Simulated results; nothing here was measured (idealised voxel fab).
Proc. module: voxel ribs on slabs
Displayed cross-section: cut, width of 200 nm, square cells sized 5 nm.
Cross-sections here: square-cell grids, written as top-down lists of bands, a band being one or more rows of cells.
Per band: top height and bottom height in nm, followed by the left-to-right materials and their widths in nm; "all across" marks a single material spanning edge to edge, "empty" marks empty space.
Height datum 0, below which the as-received substrate wafer is one material. Lowest band open at the bottom, running downward: "from 0 down".
The expression "30 to 40" gives the width at the extremes of the band, the first number at its top row of cells and the second at its bottom row, with the width changing by equal amounts from each row to the next in between.
You'll sometimes find "identical to before" written for a step, and that's the way of saying that nowhere in the cross-section did a cell change during that step.
For the entry "Trapped cavities", the listed items are empty spaces with no open way to the top whose size is 8 cells or more; each item follows the pattern width x height at distance, where distance is from the left edge and all three are in nm.
Past the settings on a step's line: simulator remark, on that step.
overlay nm: step with mask; distance mask lay right of planned place; negative value = left of planned place.

Process steps foreseen in the plan
1,op RECEIVE | material Si
2,op DIRECTIONAL_DEP | material SiO2 | thk nm 25
3,op DIRECTIONAL_DEP | material polySi | thk nm 15
4,op MASKED_ETCH | tone cover | mask id RIB | width nm 20 | etch materials polySi | depth nm 10 | overlay nm 0
5,op MASKED_ETCH | tone cover | mask id SLAB | width nm 60 | etch materials polySi | depth nm 5 | overlay nm 0
6,op FILL_DEP | material SiO2 | thk nm 20
7,op CMP | height nm 55
8,op DIRECTIONAL_DEP | material TiN | thk nm 5
9,op PATTERN | tone cover | mask id HEATER | material resist | width nm 30 | thk nm 15 | overlay nm 0
10,op DIRECTIONAL_ETCH | etch materials TiN | depth nm 5
11,op STRIP | etch materials resist
12,op CONFORMAL_DEP | material SiN | thk nm 10

Wafer at receipt (post step 1), cross-section
* from 0 down = Si all across
* Trapped cavities: none

Result of the module, cross-sectioned: start per above, plan per above, one error in how it was run
* from 70 to 65 = empty 75, then SiN 50, then empty 75
* from 65 to 60 = SiN all across
* from 60 to 55 = SiN 85, then TiN 30, then SiN 85
* from 55 to 40 = SiO2 all across
* from 40 to 35 = SiO2 70, then polySi 20, then SiO2 20, then polySi 20, then SiO2 70
* from 35 to 30 = polySi 90, then SiO2 20, then polySi 90
* from 30 to 25 = polySi all across
* from 25 to 0 = SiO2 all across
* from 0 down = Si all across
* Trapped cavities: none
Error vs. plan: step 4 went in with a setting other than planned; the actual run was op MASKED_ETCH | tone open | mask id RIB | width nm 20 | etch materials polySi | depth nm 10 | overlay nm 0
